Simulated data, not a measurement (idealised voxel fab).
A process module follows: voxel self aligned vias.
Each square cell in cross-section cut measures 5 nm, and the section as a whole is 260 nm wide.
A cross-section is a grid of square cells, given in bands from the top down. A band is one or more rows of cells. Basically the band line says how high the top is and how high the bottom is, in nm, and then what's in it from left to right, every material with its width in nm. Empty space shows up as "blank", and if a single material carries "full width" it runs the full band edge to edge. Measure heights from 0. That's the level where, below it, the as-received wafer is all one material. The lowest band is bottomless and extends downward; write it as in "0..down". Per-row width for "30..40": begins at first number (top row of band), ends at second number (bottom row), increment between rows held constant. A step reported as "remained unchanged" is a step in which no cell of the cross-section changed. The entry titled "Sealed void inventory" provides the empty spaces that have no open way to the top, restricted to those of 8 cells or more. Each is presented as width x height at distance, the distance being measured from the left edge, with all three in nm. Heads up: the bit after the settings on a step's line is the simulator's remark on that step. "overlay nm" denotes, for a step that has a mask, the displacement of the mask to the right of its planned place, with negative values corresponding to the left.

Steps in the process plan
1. op RECEIVE | material Si
2. op CONFORMAL_DEP | material SiO2 | thk nm 10
3. op CONFORMAL_DEP | material SiCN | thk nm 5
4. op DIRECTIONAL_DEP | material lowk | thk nm 20
5. op DIRECTIONAL_DEP | material aC | thk nm 15
6. op PATTERN | tone open | mask id LINES | material resist | width nm 25 | pitch nm 75 | thk nm 35 | overlay nm 0
7. op DIRECTIONAL_ETCH | etch materials aC | depth nm 15
8. op STRIP | etch materials resist
9. op DIRECTIONAL_ETCH | etch materials lowk | depth nm 20
10. op STRIP | etch materials aC
11. op CONFORMAL_DEP | material TiN | thk nm 5
12. op FILL_DEP | material W | thk nm 10
13. op CMP | height nm 35
14. op SELECTIVE_ETCH | etch materials W Ru TiN | depth nm 5
15. op FILL_DEP | material SiN | thk nm 10
16. op CMP | height nm 35
17. op DIRECTIONAL_DEP | material lowk | thk nm 15
18. op MASKED_ETCH | tone open | mask id VIAS | width nm 45 | etch materials lowk | depth nm 15 | overlay nm 0
19. op MASKED_ETCH | tone open | mask id VIAS | width nm 45 | etch materials SiN | depth nm 5 | overlay nm 0
20. op CONFORMAL_DEP | material TiN | thk nm 5
21. op FILL_DEP | material Cu | thk nm 5
22. op CMP | height nm 50
23. op CONFORMAL_DEP | material SiN | thk nm 5

Incoming wafer in cross-section (state: after step 1)
> 0..down  Si full width
> Sealed void inventory: none

Here's the wafer cut in cross-section after the module, started and planned just like above, except one thing was done wrong in the run
> 55..50  SiN full width
> 50..35  70 of lowk; 5 of TiN; 35 of Cu; 5 of TiN; 145 of lowk
> 35..30  70 of SiN; 45 of TiN; 145 of SiN
> 30..20  80 of lowk; 5 of TiN; 15 of W; 5 of TiN; 50 of lowk; 5 of TiN; 15 of W; 5 of TiN; 80 of lowk
> 20..15  80 of lowk; 25 of TiN; 50 of lowk; 25 of TiN; 80 of lowk
> 15..10  SiCN full width
> 10..0  SiO2 full width
> 0..down  Si full width
> Sealed void inventory: none
Short version of what went wrong: step 4 did not use the planned setting and instead ran as op DIRECTIONAL_DEP | material lowk | thk nm 15
